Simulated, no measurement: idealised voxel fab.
The document below concerns the process module designated voxel wiring stack.
Shown is cross-section cut, with a width of 285 nm and square cells of size 5 nm.
A cross-section is a grid of square cells, given in bands from the top down. A band is one or more rows of cells. Band: top height; bottom height; in nm. Then, left to right: material with width in nm, for each material. "throughout": a single material spanning edge to edge. "air": empty space. Basically, 0 is our baseline, since under it the wafer straight out of the box is all one material. The bottom band has no lower end and keeps on going down, so it looks like "0 -> down". A two-number width, for instance "30->40", indicates that the width is equal to the first number in the top row of the band and to the second number in the bottom row, and that it changes by a constant amount per row of cells. When a step is marked "all unchanged", none of the cells in the cross-section changed during that step. "Closed void inventory": empty spaces of 8 cells or more with no open way to the top, each given as width x height at distance, distance from the left edge, all in nm. That trailing text on a step's line, after the settings, is the simulator's own remark on the step. When a step includes a mask, the "overlay nm" setting on its line states how far to the right of its planned place that mask lay, and negative values state how far to the left.
This section lists the process steps that were planned:
1) op RECEIVE | material Si
2) op CONFORMAL_DEP | material SiO2 | thk nm 15
3) op DIRECTIONAL_DEP | material TiN | thk nm 5
4) op DIRECTIONAL_DEP | material Ru | thk nm 15
5) op PATTERN | tone cover | mask id METAL_1 | material resist | width nm 30 | pitch nm 45 | thk nm 15 | overlay nm 0
6) op DIRECTIONAL_ETCH | etch materials Ru | depth nm 15
7) op DIRECTIONAL_ETCH | etch materials TiN | depth nm 5
8) op STRIP | etch materials resist
9) op CONFORMAL_DEP | material SiCN | thk nm 5
10) op FILL_DEP | material SiO2 | thk nm 10
11) op CMP | height nm 35
12) op CONFORMAL_DEP | material SiCN | thk nm 5
13) op DIRECTIONAL_DEP | material lowk | thk nm 20
14) op DIRECTIONAL_DEP | material aC | thk nm 10
15) op PATTERN | tone open | mask id PLUG_1 | material resist | width nm 15 | thk nm 25 | overlay nm 0
16) op DIRECTIONAL_ETCH | etch materials aC | depth nm 10
17) op STRIP | etch materials resist
18) op DIRECTIONAL_ETCH | etch materials lowk | depth nm 20
19) op DIRECTIONAL_ETCH | etch materials SiCN | depth nm 5
20) op STRIP | etch materials aC
21) op CONFORMAL_DEP | material TiN | thk nm 5
22) op FILL_DEP | material W | thk nm 10
23) op CMP | height nm 60
24) op CONFORMAL_DEP | material SiCN | thk nm 5
25) op DIRECTIONAL_DEP | material SiO2 | thk nm 15
26) op MASKED_ETCH | tone open | mask id METAL_2 | width nm 30 | pitch nm 45 | etch materials SiO2 | depth nm 15 | overlay nm 0
27) op MASKED_ETCH | tone open | mask id METAL_2 | width nm 30 | pitch nm 45 | etch materials SiCN | depth nm 5 | overlay nm 0
28) op CONFORMAL_DEP | material TiN | thk nm 5
29) op FILL_DEP | material Cu | thk nm 10
30) op CMP | height nm 80
31) op CONFORMAL_DEP | material SiCN | thk nm 5
32) op DIRECTIONAL_DEP | material lowk | thk nm 10
33) op MASKED_ETCH | tone open | mask id PLUG_2 | width nm 15 | etch materials lowk | depth nm 10 | overlay nm 0
34) op MASKED_ETCH | tone open | mask id PLUG_2 | width nm 15 | etch materials SiCN | depth nm 5 | overlay nm 0
35) op EPI | material Ru | thk nm 10
36) op EPI | material Ru | thk nm 5
37) op CONFORMAL_DEP | material SiN | thk nm 5
38) op DIRECTIONAL_DEP | material SiO2 | thk nm 15
39) op DIRECTIONAL_DEP | material aC | thk nm 15
40) op PATTERN | tone open | mask id METAL_3 | material resist | width nm 30 | pitch nm 45 | thk nm 35 | overlay nm 0
41) op DIRECTIONAL_ETCH | etch materials aC | depth nm 15
42) op STRIP | etch materials resist
43) op DIRECTIONAL_ETCH | etch materials SiO2 | depth nm 15
44) op DIRECTIONAL_ETCH | etch materials SiN | depth nm 5
45) op STRIP | etch materials aC
46) op CONFORMAL_DEP | material TiN | thk nm 5
47) op FILL_DEP | material Ru | thk nm 10
48) op CMP | height nm 115
49) op CONFORMAL_DEP | material SiCN | thk nm 5
50) op DIRECTIONAL_DEP | material lowk | thk nm 30
51) op PATTERN | tone open | mask id METAL_4_HOLES | material resist | width nm 15 | thk nm 20 | overlay nm 0
52) op DIRECTIONAL_ETCH | etch materials lowk | depth nm 30
53) op STRIP | etch materials resist
54) op PATTERN | tone open | mask id METAL_4 | material resist | width nm 30 | pitch nm 45 | thk nm 15 | overlay nm 0
55) op DIRECTIONAL_ETCH | etch materials lowk | depth nm 20
56) op DIRECTIONAL_ETCH | etch materials SiCN | depth nm 5
57) op STRIP | etch materials resist
58) op CONFORMAL_DEP | material TiN | thk nm 5
59) op FILL_DEP | material Cu | thk nm 5
60) op CMP | height nm 150
61) op CONFORMAL_DEP | material SiN | thk nm 5
Cross-section of the wafer upon arrival, representing the state reached after step 1:
- 0 -> down  Si throughout
- Closed void inventory: none
The module was run from the start shown above using the plan shown above, but one mistake was made doing it; the resulting wafer cross-section is below:
- 155 -> 150  SiN throughout
- 150 -> 135  105 of lowk | 5 of TiN | 20 of Cu | 5 of TiN | 15 of lowk | 5 of TiN | 20 of Cu | 5 of TiN | 105 of lowk
- 135 -> 130  105 of lowk | 5 of TiN | 5 of Cu | 20 of TiN | 15 of lowk | 30 of TiN | 105 of lowk
- 130 -> 120  105 of lowk | 5 of TiN | 5 of Cu | 5 of TiN | 165 of lowk
- 120 -> 115  105 of SiCN | 15 of TiN | 165 of SiCN
- 115 -> 100  105 of SiO2 | 5 of TiN | 20 of Ru | 5 of TiN | 15 of SiO2 | 5 of TiN | 20 of Ru | 5 of TiN | 105 of SiO2
- 100 -> 95  105 of SiN | 30 of TiN | 15 of SiN | 30 of TiN | 105 of SiN
- 95 -> 85  105 of lowk | 15 of Ru | 165 of lowk
- 85 -> 80  105 of SiCN | 15 of Ru | 165 of SiCN
- 80 -> 65  105 of SiO2 | 5 of TiN | 20 of Cu | 5 of TiN | 15 of SiO2 | 5 of TiN | 20 of Cu | 5 of TiN | 105 of SiO2
- 65 -> 60  105 of SiCN | 30 of TiN | 15 of SiCN | 30 of TiN | 105 of SiCN
- 60 -> 40  100 of W | 5 of TiN | 15 of lowk | 5 of TiN | 160 of W
- 40 -> 35  105 of TiN | 15 of SiCN | 165 of TiN
- 35 -> 20  100 of SiO2 | 5 of SiCN | 30 of Ru | 5 of SiCN | 5 of SiO2 | 5 of SiCN | 30 of Ru | 5 of SiCN | 100 of SiO2
- 20 -> 15  105 of SiCN | 30 of TiN | 15 of SiCN | 30 of TiN | 105 of SiCN
- 15 -> 0  SiO2 throughout
- 0 -> down  Si throughout
- Closed void inventory: none
What was done differently from what was planned? step 15 changed vs plan, executed as op PATTERN | tone cover | mask id PLUG_1 | material resist | width nm 15 | thk nm 25 | overlay nm 0
